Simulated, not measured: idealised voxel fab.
The following is a process module called voxel transistor to metal.
Cross-section cut: width 160 nm, square cells of 5 nm.
Cross-section, as written here: a square-cell grid given band by band from the top down, where a band holds one or more rows of cells. Band: top height; bottom height; in nm. Then, left to right: material with width in nm, for each material. "throughout": a single material spanning edge to edge. "air": empty space. Heights from 0 (as-received wafer is one material below). Bottom band endless downward, as "z 0 and below". A two-number width, for instance "30 to 40", indicates that the width is equal to the first number in the top row of the band and to the second number in the bottom row, and that it changes by a constant amount per row of cells. It should be understood that the words "everything unchanged", when stated for a given step, signify that the cross-section underwent no change in any of its cells during that step. Voids not open to the top, 8 cells minimum: see "Trapped voids". Written width x height at distance; distance is from the left edge; nm. Whatever follows a step's settings on its line is a remark the simulator itself makes about that step. Steps that use a mask can have "overlay nm" on their line. It says how far the mask sat to the right of where it was meant to be. Negative means to the left.

PROCESS STEPS (PLANNED)
1,RECEIVE (material Si)
2,OXIDIZE (depth nm 5)
3,CONFORMAL_DEP (material SiN; thk nm 10)
4,DIRECTIONAL_DEP (material aC; thk nm 10)
5,PATTERN (tone cover; mask id ACTIVE; material resist; width nm 120; thk nm 25; overlay nm 0)
6,DIRECTIONAL_ETCH (etch materials aC; depth nm 10)
7,STRIP (etch materials resist)
8,DIRECTIONAL_ETCH (etch materials SiN; depth nm 10)
9,DIRECTIONAL_ETCH (etch materials SiO2; depth nm 5)
10,DIRECTIONAL_ETCH (etch materials Si; depth nm 20)
11,STRIP (etch materials aC)
12,OXIDIZE (depth nm 5)
13,FILL_DEP (material SiO2; thk nm 5)
14,CMP (height nm 10)
15,SELECTIVE_ETCH (etch materials SiO2; depth nm 5)
16,STRIP (etch materials SiN)
17,SELECTIVE_ETCH (etch materials SiO2; depth nm 5)
18,OXIDIZE (depth nm 5)
19,DIRECTIONAL_DEP (material polySi; thk nm 30)
20,DIRECTIONAL_DEP (material SiCN; thk nm 10)
21,PATTERN (tone cover; mask id GATE; material resist; width nm 20; thk nm 15; overlay nm 0)
22,DIRECTIONAL_ETCH (etch materials SiCN; depth nm 20)
23,DIRECTIONAL_ETCH (etch materials polySi; depth nm 40)
24,STRIP (etch materials resist)
25,CONFORMAL_DEP (material SiN; thk nm 10)
26,DIRECTIONAL_ETCH (etch materials SiN; depth nm 10)
27,DIRECTIONAL_ETCH (etch materials SiO2; depth nm 5)
28,EPI (material nSi; thk nm 5)
29,FILL_DEP (material SiO2; thk nm 5)
30,CMP (height nm 35)
31,DIRECTIONAL_DEP (material SiO2; thk nm 15)
32,MASKED_ETCH (tone open; mask id CONTACT; width nm 35; pitch nm 65; etch materials SiO2; depth nm 55; overlay nm 0)
33,CONFORMAL_DEP (material TiN; thk nm 5)
34,FILL_DEP (material Ru; thk nm 10)
35,CMP (height nm 50)
36,CONFORMAL_DEP (material SiN; thk nm 5)
37,DIRECTIONAL_DEP (material SiO2; thk nm 25)
38,DIRECTIONAL_DEP (material aC; thk nm 15)
39,PATTERN (tone open; mask id METAL_1; material resist; width nm 20; pitch nm 80; thk nm 30; overlay nm 0)
40,DIRECTIONAL_ETCH (etch materials aC; depth nm 15)
41,STRIP (etch materials resist)
42,DIRECTIONAL_ETCH (etch materials SiO2; depth nm 25)
43,DIRECTIONAL_ETCH (etch materials SiN; depth nm 5)
44,STRIP (etch materials aC)
45,CONFORMAL_DEP (material TiN; thk nm 5)
46,FILL_DEP (material W; thk nm 5)
47,CMP (height nm 80)
48,CONFORMAL_DEP (material SiN; thk nm 5)

CROSS-SECTION OF THE WAFER AS IT CAME TO US, I.E., ALREADY THROUGH STEP 1
z 0 and below = Si throughout
Trapped voids: none

WAFER CROSS-SECTION AT END OF MODULE: START AND PLAN AS SHOWN ABOVE, ONE EXECUTION ERROR
z 85 to 80 = SiN throughout
z 80 to 70 = SiO2=30, then TiN=5, then W=10, then TiN=5, then SiO2=60, then TiN=5, then W=10, then TiN=5, then SiO2=30
z 70 to 65 = SiN=30, then TiN=20, then SiN=60, then TiN=20, then SiN=30
z 65 to 55 = Ru throughout
z 55 to 50 = TiN=35, then Ru=25, then TiN=40, then Ru=25, then TiN=35
z 50 to 40 = SiO2=30, then TiN=5, then Ru=25, then TiN=5, then SiO2=30, then TiN=5, then Ru=25, then TiN=5, then SiO2=30
z 40 to 35 = SiO2=30, then TiN=5, then Ru=20, then TiN=10, then SiO2=30, then TiN=10, then Ru=20, then TiN=5, then SiO2=30
z 35 to 25 = SiO2=30, then TiN=5, then Ru=20, then TiN=5, then SiN=10, then SiCN=20, then SiN=10, then TiN=5, then Ru=20, then TiN=5, then SiO2=30
z 25 to 0 = SiO2=30, then TiN=5, then Ru=20, then TiN=5, then SiN=10, then polySi=20, then SiN=10, then TiN=5, then Ru=20, then TiN=5, then SiO2=30
z 0 to -5 = SiO2=15, then SiN=10, then SiO2=5, then TiN=30, then SiN=10, then polySi=20, then SiN=10, then TiN=30, then SiO2=5, then SiN=10, then SiO2=15
z -5 to -10 = SiO2=25, then nSi=35, then SiO2=40, then nSi=35, then SiO2=25
z -10 to -30 = SiO2=25, then Si=110, then SiO2=25
z -30 and below = Si throughout
Trapped voids: none
Deviation noted in wafer processing: plan step 35 was not performed, having been skipped
